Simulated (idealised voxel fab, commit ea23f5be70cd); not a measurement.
The process module presented herein is designated voxel trench capacitor.
Square cell edge 5 nm, section width 175 nm, ID cut.
Each cross-section below is a grid of square cells, stated as bands in top-down order, with one or more rows of cells making up each band.
Top, bottom (nm), then materials left to right with widths (nm); lone material tagged "throughout" fills the whole band edge to edge; "empty" = empty space.
Convention: height 0 is the level below which the wafer, as received, is all one material. The lowest band does not terminate at the bottom but continues downward, represented as "z 0 and below".
A width such as "30..40" changes by the same amount from each row of cells to the next, from the band's top row to its bottom row.
For the purposes of this document, the phrase "remained the same" attached to a step denotes that no cell within the cross-section was modified by that step.
Look at "Enclosed void entries" for the closed voids: empty spaces with no open path to the top, sized 8 cells or up. Each is width x height at distance, distance from the left edge, all nm.
What comes after the settings on a step's line is commentary from the simulator itself on that step.
overlay nm: right-of-plan distance of the mask on a masked step; negative values mean left-of-plan.
-- Steps planned for the process
1 op RECEIVE | material Si
2 op CONFORMAL_DEP | material SiN | thk nm 10
3 op DIRECTIONAL_DEP | material aC | thk nm 15
4 op PATTERN | tone open | mask id TRENCH | material resist | width nm 25 | pitch nm 55 | thk nm 35 | overlay nm 0
5 op DIRECTIONAL_ETCH | etch materials aC | depth nm 15
6 op STRIP | etch materials resist
7 op DIRECTIONAL_ETCH | etch materials SiN | depth nm 10
8 op DIRECTIONAL_ETCH | etch materials Si | depth nm 25
9 op STRIP | etch materials aC
10 op CONFORMAL_DEP | material Al2O3 | thk nm 5
11 op CONFORMAL_DEP | material TiN | thk nm 5
12 op FILL_DEP | material W | thk nm 10
13 op CMP | height nm 10
-- Cross-section of the wafer upon arrival, representing the state reached after step 1
> z 0 and below = Si throughout
> Enclosed void entries: none
-- The first of two wafers, cross-sectioned at the end of the module, with the run proceeding as planned
> z 10 to 0 = SiN: 45  Al2O3: 5  TiN: 5  W: 5  TiN: 5  Al2O3: 5  SiN: 30  Al2O3: 5  TiN: 5  W: 5  TiN: 5  Al2O3: 5  SiN: 50
> z 0 to -15 = Si: 45  Al2O3: 5  TiN: 5  W: 5  TiN: 5  Al2O3: 5  Si: 30  Al2O3: 5  TiN: 5  W: 5  TiN: 5  Al2O3: 5  Si: 50
> z -15 to -20 = Si: 45  Al2O3: 5  TiN: 15  Al2O3: 5  Si: 30  Al2O3: 5  TiN: 15  Al2O3: 5  Si: 50
> z -20 to -25 = Si: 45  Al2O3: 25  Si: 30  Al2O3: 25  Si: 50
> z -25 and below = Si throughout
> Enclosed void entries: none
-- So this is wafer number two of the two, cut at the end of the module - it started where the first did and had the same plan, we just got one thing wrong running it
> z 10 to 0 = Al2O3 throughout
> z 0 and below = Si throughout
> Enclosed void entries: none
What broke from the plan during processing? so step 2 ended up running with a different setting than we planned, it ran as op CONFORMAL_DEP | material Al2O3 | thk nm 10
It is noted that, at the conclusion of processing, the second wafer exhibits a higher or lower cell count for certain materials relative to the first: Al2O3: 36 more; Si: 50 more; SiN: 50 fewer; TiN: 26 fewer; W: 10 fewer
